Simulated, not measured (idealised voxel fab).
The name of this process module is voxel tone inversion.
The width of the displayed cross-section, cut, is 200 nm; its cells are square, with a size of 5 nm.
Cross-section format: a grid of square cells, given as bands from top to bottom; each band is one or more rows of cells.
Read a band's entry like this: the first values are the height of its top and the height of its bottom in nm, and what follows is the sequence of materials from left to right, each with its width in nm. Note that "blank" is empty space, and that a single material marked "edge to edge" reaches across the band from edge to edge.
Convention: height 0 is the level below which the wafer, as received, is all one material. The lowest band does not terminate at the bottom but continues downward, represented as "from 0 down".
With a width like "30..40", each row of cells in the band differs from the next by the same amount, the top row carrying the first number and the bottom row the second.
Step marked "identical to before"? Then no cell in the cross-section changed in it.
For the entry "Enclosed internal voids", the listed items are empty spaces with no open way to the top whose size is 8 cells or more; each item follows the pattern width x height at distance, where distance is from the left edge and all three are in nm.
Read whatever lies past the settings on a step's line as the simulator's own remark about the step.
Among the settings permitted on a step's line is "overlay nm"; applied to a step with a mask, it specifies the extent to which the mask lay to the right of its planned position, whereas a negative figure signifies a position to the left.
-- Process steps foreseen in the plan
1. RECEIVE,material Si
2. CONFORMAL_DEP,material SiN,thk nm 5
3. DIRECTIONAL_DEP,material aC,thk nm 25
4. PATTERN,tone cover,mask id POSTS,material resist,width nm 25,pitch nm 50,thk nm 35,overlay nm 0
5. DIRECTIONAL_ETCH,etch materials aC,depth nm 25
6. STRIP,etch materials resist
7. FILL_DEP,material SiO2,thk nm 10
8. CMP,height nm 30
9. STRIP,etch materials aC
10. CONFORMAL_DEP,material TiN,thk nm 5
11. FILL_DEP,material Cu,thk nm 5
12. CMP,height nm 30
13. CONFORMAL_DEP,material SiN,thk nm 5
-- As received (post step 1): cross-section
    from 0 down: Si edge to edge
    Enclosed internal voids: none
-- The plan above was carried out on the starting structure above with one mistake, and this cross-section shows the wafer at the end of the module
    from 35 to 30: SiN edge to edge
    from 30 to 10: Cu: 55, TiN: 5, SiO2: 25, TiN: 5, Cu: 15, TiN: 5, SiO2: 25, TiN: 5, Cu: 60
    from 10 to 5: TiN: 60, SiO2: 25, TiN: 25, SiO2: 25, TiN: 65
    from 5 to 0: SiN edge to edge
    from 0 down: Si edge to edge
    Enclosed internal voids: none
what went wrong: contrary to plan, step 4 was performed as PATTERN,tone open,mask id POSTS,material resist,width nm 25,pitch nm 50,thk nm 35,overlay nm 0
